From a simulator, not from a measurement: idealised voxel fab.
A process module follows: voxel gate over fins.
The cross-section on display is named cut; it measures 240 nm wide, and its cells are 5 nm squares.
How to read a cross-section here: the picture is a grid of square cells, written as bands going from the top down, and any band can span one or more rows of cells.
In this notation a band is specified by the heights of its top and bottom, in that order and in nm, after which its materials appear from left to right, each paired with its width in nm. The word "all across" attached to a single material means that material fills the band from edge to edge; the word "empty" stands for empty space.
Ref level 0: as-received wafer is one material below here. Bottom band extends down with no lower bound ("0 down").
Note: "30..40" means the width goes from the first number (top row of the band) to the second number (bottom row) in equal steps per row of cells.
Where a step carries "remained unchanged", the cross-section came out of it unchanged, cell for cell.
Under "Closed void listing" you'll find the enclosed gaps, the ones with no way out to the top, that are 8 cells or bigger; each reads width x height at distance, with distance counted from the left edge, everything in nm.
It should be noted that, on the line of a given step, the content following the step's settings is a remark produced by the simulator itself with respect to that step.
"overlay nm" answers the question of how far to the right of plan the mask lay on a step that has a mask, and when it is negative the answer is to the left.
Process steps (planned):
1 RECEIVE,material Si
2 CONFORMAL_DEP,material SiN,thk nm 5
3 PATTERN,tone cover,mask id FINS,material resist,width nm 15,pitch nm 60,thk nm 15,overlay nm 0
4 DIRECTIONAL_ETCH,etch materials SiN,depth nm 5
5 DIRECTIONAL_ETCH,etch materials Si,depth nm 35
6 STRIP,etch materials resist
7 OXIDIZE,depth nm 5
8 FILL_DEP,material SiO2,thk nm 5
9 CMP,height nm 5
10 MASKED_ETCH,tone open,mask id RAIL,width nm 15,etch materials SiO2,depth nm 35,overlay nm 0
11 CONFORMAL_DEP,material TiN,thk nm 5
12 FILL_DEP,material W,thk nm 5
13 CMP,height nm 5
14 SELECTIVE_ETCH,etch materials W Ru TiN,depth nm 25
15 FILL_DEP,material SiO2,thk nm 5
16 CMP,height nm 5
17 SELECTIVE_ETCH,etch materials SiO2,depth nm 20
18 STRIP,etch materials SiN
19 CONFORMAL_DEP,material HfO2,thk nm 5
20 CONFORMAL_DEP,material TiN,thk nm 5
21 FILL_DEP,material W,thk nm 15
22 CMP,height nm 20
23 CONFORMAL_DEP,material SiN,thk nm 5
The first of two wafers, run as planned:
Received-state cross-section, reflecting completion of step 1:
> 0 down: Si all across
> Closed void listing: none
Step 2 complete: cross-section through the wafer:
> 5 to 0: SiN all across
> Beneath the level 0, the cross-section is identical to its previous state.
Step 3 complete: cross-section through the wafer:
> 20 to 5: empty 50, resist 15, empty 45, resist 15, empty 45, resist 15, empty 55
> Beneath the level 5, the cross-section is identical to its previous state.
Step 4 complete: cross-section through the wafer:
> 20 to 5: empty 50, resist 15, empty 45, resist 15, empty 45, resist 15, empty 55
> 5 to 0: empty 50, SiN 15, empty 45, SiN 15, empty 45, SiN 15, empty 55
> Beneath the level 0, the cross-section is identical to its previous state.
Step 5 complete: cross-section through the wafer:
> 20 to 5: empty 50, resist 15, empty 45, resist 15, empty 45, resist 15, empty 55
> 5 to 0: empty 50, SiN 15, empty 45, SiN 15, empty 45, SiN 15, empty 55
> 0 to -35: empty 50, Si 15, empty 45, Si 15, empty 45, Si 15, empty 55
> Beneath the level -35, the cross-section is identical to its previous state.
Step 6 complete: cross-section through the wafer:
> 5 to 0: empty 50, SiN 15, empty 45, SiN 15, empty 45, SiN 15, empty 55
> Beneath the level 0, the cross-section is identical to its previous state.
Step 7 complete: cross-section through the wafer:
> 5 to 0: empty 50, SiN 15, empty 45, SiN 15, empty 45, SiN 15, empty 55
> 0 to -35: empty 50, SiO2 5, Si 5, SiO2 5, empty 45, SiO2 5, Si 5, SiO2 5, empty 45, SiO2 5, Si 5, SiO2 5, empty 55
> -35 to -40: SiO2 55, Si 5, SiO2 55, Si 5, SiO2 55, Si 5, SiO2 60
> Beneath the level -40, the cross-section is identical to its previous state.
Step 8 complete: cross-section through the wafer:
> 10 to 5: SiO2 all across
> 5 to 0: SiO2 50, SiN 15, SiO2 45, SiN 15, SiO2 45, SiN 15, SiO2 55
> 0 to -40: SiO2 55, Si 5, SiO2 55, Si 5, SiO2 55, Si 5, SiO2 60
> Beneath the level -40, the cross-section is identical to its previous state.
Step 9 complete: cross-section through the wafer:
> 5 to 0: SiO2 50, SiN 15, SiO2 45, SiN 15, SiO2 45, SiN 15, SiO2 55
> Beneath the level 0, the cross-section is identical to its previous state.
Step 10 complete: cross-section through the wafer:
> 5 to 0: SiO2 50, SiN 15, SiO2 15, empty 15, SiO2 15, SiN 15, SiO2 45, SiN 15, SiO2 55
> 0 to -30: SiO2 55, Si 5, SiO2 20, empty 15, SiO2 20, Si 5, SiO2 55, Si 5, SiO2 60
> Beneath the level -30, the cross-section is identical to its previous state.
Step 11 complete: cross-section through the wafer:
> 10 to 5: TiN 85, empty 5, TiN 150
> 5 to 0: SiO2 50, SiN 15, SiO2 15, TiN 5, empty 5, TiN 5, SiO2 15, SiN 15, SiO2 45, SiN 15, SiO2 55
> 0 to -25: SiO2 55, Si 5, SiO2 20, TiN 5, empty 5, TiN 5, SiO2 20, Si 5, SiO2 55, Si 5, SiO2 60
> -25 to -30: SiO2 55, Si 5, SiO2 20, TiN 15, SiO2 20, Si 5, SiO2 55, Si 5, SiO2 60
> Beneath the level -30, the cross-section is identical to its previous state.
Step 12 complete: cross-section through the wafer:
> 15 to 10: W all across
> 10 to 5: TiN 85, W 5, TiN 150
> 5 to 0: SiO2 50, SiN 15, SiO2 15, TiN 5, W 5, TiN 5, SiO2 15, SiN 15, SiO2 45, SiN 15, SiO2 55
> 0 to -25: SiO2 55, Si 5, SiO2 20, TiN 5, W 5, TiN 5, SiO2 20, Si 5, SiO2 55, Si 5, SiO2 60
> Beneath the level -25, the cross-section is identical to its previous state.
Step 13 complete: cross-section through the wafer:
> 5 to 0: SiO2 50, SiN 15, SiO2 15, TiN 5, W 5, TiN 5, SiO2 15, SiN 15, SiO2 45, SiN 15, SiO2 55
> Beneath the level 0, the cross-section is identical to its previous state.
Step 14 complete: cross-section through the wafer:
> 5 to 0: SiO2 50, SiN 15, SiO2 15, empty 15, SiO2 15, SiN 15, SiO2 45, SiN 15, SiO2 55
> 0 to -20: SiO2 55, Si 5, SiO2 20, empty 15, SiO2 20, Si 5, SiO2 55, Si 5, SiO2 60
> Beneath the level -20, the cross-section is identical to its previous state.
Step 15 complete: cross-section through the wafer:
> 10 to 5: SiO2 all across
> 5 to 0: SiO2 50, SiN 15, SiO2 45, SiN 15, SiO2 45, SiN 15, SiO2 55
> 0 to -20: SiO2 55, Si 5, SiO2 55, Si 5, SiO2 55, Si 5, SiO2 60
> Beneath the level -20, the cross-section is identical to its previous state.
Step 16 complete: cross-section through the wafer:
> 5 to 0: SiO2 50, SiN 15, SiO2 45, SiN 15, SiO2 45, SiN 15, SiO2 55
> Beneath the level 0, the cross-section is identical to its previous state.
Step 17 complete: cross-section through the wafer:
> 5 to 0: empty 50, SiN 15, empty 45, SiN 15, empty 45, SiN 15, empty 55
> 0 to -15: empty 55, Si 5, empty 55, Si 5, empty 55, Si 5, empty 60
> Beneath the level -15, the cross-section is identical to its previous state.
Step 18 complete: cross-section through the wafer:
> 0 to -15: empty 55, Si 5, empty 55, Si 5, empty 55, Si 5, empty 60
> Beneath the level -15, the cross-section is identical to its previous state.
Step 19 complete: cross-section through the wafer:
> 5 to 0: empty 50, HfO2 15, empty 45, HfO2 15, empty 45, HfO2 15, empty 55
> 0 to -10: empty 50, HfO2 5, Si 5, HfO2 5, empty 45, HfO2 5, Si 5, HfO2 5, empty 45, HfO2 5, Si 5, HfO2 5, empty 55
> -10 to -15: HfO2 55, Si 5, HfO2 55, Si 5, HfO2 55, Si 5, HfO2 60
> Beneath the level -15, the cross-section is identical to its previous state.
Step 20 complete: cross-section through the wafer:
> 10 to 5: empty 45, TiN 25, empty 35, TiN 25, empty 35, TiN 25, empty 50
> 5 to 0: empty 45, TiN 5, HfO2 15, TiN 5, empty 35, TiN 5, HfO2 15, TiN 5, empty 35, TiN 5, HfO2 15, TiN 5, empty 50
> 0 to -5: empty 45, TiN 5, HfO2 5, Si 5, HfO2 5, TiN 5, empty 35, TiN 5, HfO2 5, Si 5, HfO2 5, TiN 5, empty 35, TiN 5, HfO2 5, Si 5, HfO2 5, TiN 5, empty 50
> -5 to -10: TiN 50, HfO2 5, Si 5, HfO2 5, TiN 45, HfO2 5, Si 5, HfO2 5, TiN 45, HfO2 5, Si 5, HfO2 5, TiN 55
> Beneath the level -10, the cross-section is identical to its previous state.
Step 21 complete: cross-section through the wafer:
> 25 to 10: W all across
> 10 to 5: W 45, TiN 25, W 35, TiN 25, W 35, TiN 25, W 50
> 5 to 0: W 45, TiN 5, HfO2 15, TiN 5, W 35, TiN 5, HfO2 15, TiN 5, W 35, TiN 5, HfO2 15, TiN 5, W 50
> 0 to -5: W 45, TiN 5, HfO2 5, Si 5, HfO2 5, TiN 5, W 35, TiN 5, HfO2 5, Si 5, HfO2 5, TiN 5, W 35, TiN 5, HfO2 5, Si 5, HfO2 5, TiN 5, W 50
> Beneath the level -5, the cross-section is identical to its previous state.
Step 22 complete: cross-section through the wafer:
> 20 to 10: W all across
> Beneath the level 10, the cross-section is identical to its previous state.
Step 23 complete: cross-section through the wafer:
> 25 to 20: SiN all across
> Beneath the level 20, the cross-section is identical to its previous state.
It is to be noted that the second wafer proceeded from the same initial state and according to the same plan as the first, although one mistake was committed in its execution; through step 2, inclusive, the two wafers share an identical history:
when step 3 should have ended:
> 20 to 5: empty 45, resist 25, empty 35, resist 25, empty 35, resist 25, empty 50
> Beneath the level 5, the cross-section is identical to its previous state.
when step 4 should have ended:
> 20 to 5: empty 45, resist 25, empty 35, resist 25, empty 35, resist 25, empty 50
> 5 to 0: empty 45, SiN 25, empty 35, SiN 25, empty 35, SiN 25, empty 50
> Beneath the level 0, the cross-section is identical to its previous state.
when step 5 should have ended:
> 20 to 5: empty 45, resist 25, empty 35, resist 25, empty 35, resist 25, empty 50
> 5 to 0: empty 45, SiN 25, empty 35, SiN 25, empty 35, SiN 25, empty 50
> 0 to -35: empty 45, Si 25, empty 35, Si 25, empty 35, Si 25, empty 50
> Beneath the level -35, the cross-section is identical to its previous state.
when step 6 should have ended:
> 5 to 0: empty 45, SiN 25, empty 35, SiN 25, empty 35, SiN 25, empty 50
> Beneath the level 0, the cross-section is identical to its previous state.
when step 7 should have ended:
> 5 to 0: empty 45, SiN 25, empty 35, SiN 25, empty 35, SiN 25, empty 50
> 0 to -35: empty 45, SiO2 5, Si 15, SiO2 5, empty 35, SiO2 5, Si 15, SiO2 5, empty 35, SiO2 5, Si 15, SiO2 5, empty 50
> -35 to -40: SiO2 50, Si 15, SiO2 45, Si 15, SiO2 45, Si 15, SiO2 55
> Beneath the level -40, the cross-section is identical to its previous state.
when step 8 should have ended:
> 10 to 5: SiO2 all across
> 5 to 0: SiO2 45, SiN 25, SiO2 35, SiN 25, SiO2 35, SiN 25, SiO2 50
> 0 to -40: SiO2 50, Si 15, SiO2 45, Si 15, SiO2 45, Si 15, SiO2 55
> Beneath the level -40, the cross-section is identical to its previous state.
when step 9 should have ended:
> 5 to 0: SiO2 45, SiN 25, SiO2 35, SiN 25, SiO2 35, SiN 25, SiO2 50
> Beneath the level 0, the cross-section is identical to its previous state.
when step 10 should have ended:
> 5 to 0: SiO2 45, SiN 25, SiO2 10, empty 15, SiO2 10, SiN 25, SiO2 35, SiN 25, SiO2 50
> 0 to -30: SiO2 50, Si 15, SiO2 15, empty 15, SiO2 15, Si 15, SiO2 45, Si 15, SiO2 55
> Beneath the level -30, the cross-section is identical to its previous state.
when step 11 should have ended:
> 10 to 5: TiN 85, empty 5, TiN 150
> 5 to 0: SiO2 45, SiN 25, SiO2 10, TiN 5, empty 5, TiN 5, SiO2 10, SiN 25, SiO2 35, SiN 25, SiO2 50
> 0 to -25: SiO2 50, Si 15, SiO2 15, TiN 5, empty 5, TiN 5, SiO2 15, Si 15, SiO2 45, Si 15, SiO2 55
> -25 to -30: SiO2 50, Si 15, SiO2 15, TiN 15, SiO2 15, Si 15, SiO2 45, Si 15, SiO2 55
> Beneath the level -30, the cross-section is identical to its previous state.
when step 12 should have ended:
> 15 to 10: W all across
> 10 to 5: TiN 85, W 5, TiN 150
> 5 to 0: SiO2 45, SiN 25, SiO2 10, TiN 5, W 5, TiN 5, SiO2 10, SiN 25, SiO2 35, SiN 25, SiO2 50
> 0 to -25: SiO2 50, Si 15, SiO2 15, TiN 5, W 5, TiN 5, SiO2 15, Si 15, SiO2 45, Si 15, SiO2 55
> Beneath the level -25, the cross-section is identical to its previous state.
when step 13 should have ended:
> 5 to 0: SiO2 45, SiN 25, SiO2 10, TiN 5, W 5, TiN 5, SiO2 10, SiN 25, SiO2 35, SiN 25, SiO2 50
> Beneath the level 0, the cross-section is identical to its previous state.
when step 14 should have ended:
> 5 to 0: SiO2 45, SiN 25, SiO2 10, empty 15, SiO2 10, SiN 25, SiO2 35, SiN 25, SiO2 50
> 0 to -20: SiO2 50, Si 15, SiO2 15, empty 15, SiO2 15, Si 15, SiO2 45, Si 15, SiO2 55
> Beneath the level -20, the cross-section is identical to its previous state.
when step 15 should have ended:
> 10 to 5: SiO2 all across
> 5 to 0: SiO2 45, SiN 25, SiO2 35, SiN 25, SiO2 35, SiN 25, SiO2 50
> 0 to -20: SiO2 50, Si 15, SiO2 45, Si 15, SiO2 45, Si 15, SiO2 55
> Beneath the level -20, the cross-section is identical to its previous state.
when step 16 should have ended:
> 5 to 0: SiO2 45, SiN 25, SiO2 35, SiN 25, SiO2 35, SiN 25, SiO2 50
> Beneath the level 0, the cross-section is identical to its previous state.
when step 17 should have ended:
> 5 to 0: empty 45, SiN 25, empty 35, SiN 25, empty 35, SiN 25, empty 50
> 0 to -15: empty 50, Si 15, empty 45, Si 15, empty 45, Si 15, empty 55
> Beneath the level -15, the cross-section is identical to its previous state.
when step 18 should have ended:
> 0 to -15: empty 50, Si 15, empty 45, Si 15, empty 45, Si 15, empty 55
> Beneath the level -15, the cross-section is identical to its previous state.
when step 19 should have ended:
> 5 to 0: empty 45, HfO2 25, empty 35, HfO2 25, empty 35, HfO2 25, empty 50
> 0 to -10: empty 45, HfO2 5, Si 15, HfO2 5, empty 35, HfO2 5, Si 15, HfO2 5, empty 35, HfO2 5, Si 15, HfO2 5, empty 50
> -10 to -15: HfO2 50, Si 15, HfO2 45, Si 15, HfO2 45, Si 15, HfO2 55
> Beneath the level -15, the cross-section is identical to its previous state.
when step 20 should have ended:
> 10 to 5: empty 40, TiN 35, empty 25, TiN 35, empty 25, TiN 35, empty 45
> 5 to 0: empty 40, TiN 5, HfO2 25, TiN 5, empty 25, TiN 5, HfO2 25, TiN 5, empty 25, TiN 5, HfO2 25, TiN 5, empty 45
> 0 to -5: empty 40, TiN 5, HfO2 5, Si 15, HfO2 5, TiN 5, empty 25, TiN 5, HfO2 5, Si 15, HfO2 5, TiN 5, empty 25, TiN 5, HfO2 5, Si 15, HfO2 5, TiN 5, empty 45
> -5 to -10: TiN 45, HfO2 5, Si 15, HfO2 5, TiN 35, HfO2 5, Si 15, HfO2 5, TiN 35, HfO2 5, Si 15, HfO2 5, TiN 50
> Beneath the level -10, the cross-section is identical to its previous state.
when step 21 should have ended:
> 25 to 10: W all across
> 10 to 5: W 40, TiN 35, W 25, TiN 35, W 25, TiN 35, W 45
> 5 to 0: W 40, TiN 5, HfO2 25, TiN 5, W 25, TiN 5, HfO2 25, TiN 5, W 25, TiN 5, HfO2 25, TiN 5, W 45
> 0 to -5: W 40, TiN 5, HfO2 5, Si 15, HfO2 5, TiN 5, W 25, TiN 5, HfO2 5, Si 15, HfO2 5, TiN 5, W 25, TiN 5, HfO2 5, Si 15, HfO2 5, TiN 5, W 45
> Beneath the level -5, the cross-section is identical to its previous state.
when step 22 should have ended:
> 20 to 10: W all across
> Beneath the level 10, the cross-section is identical to its previous state.
when step 23 should have ended:
> 25 to 20: SiN all across
> Beneath the level 20, the cross-section is identical to its previous state.
Deviation from plan: step 3 changed vs plan, executed as PATTERN,tone cover,mask id FINS,material resist,width nm 25,pitch nm 60,thk nm 15,overlay nm 0
Wrapping up, a cell-based count of both wafers puts the second over or under the first for these materials: Si: 48 more | SiO2: 30 fewer | W: 18 fewer
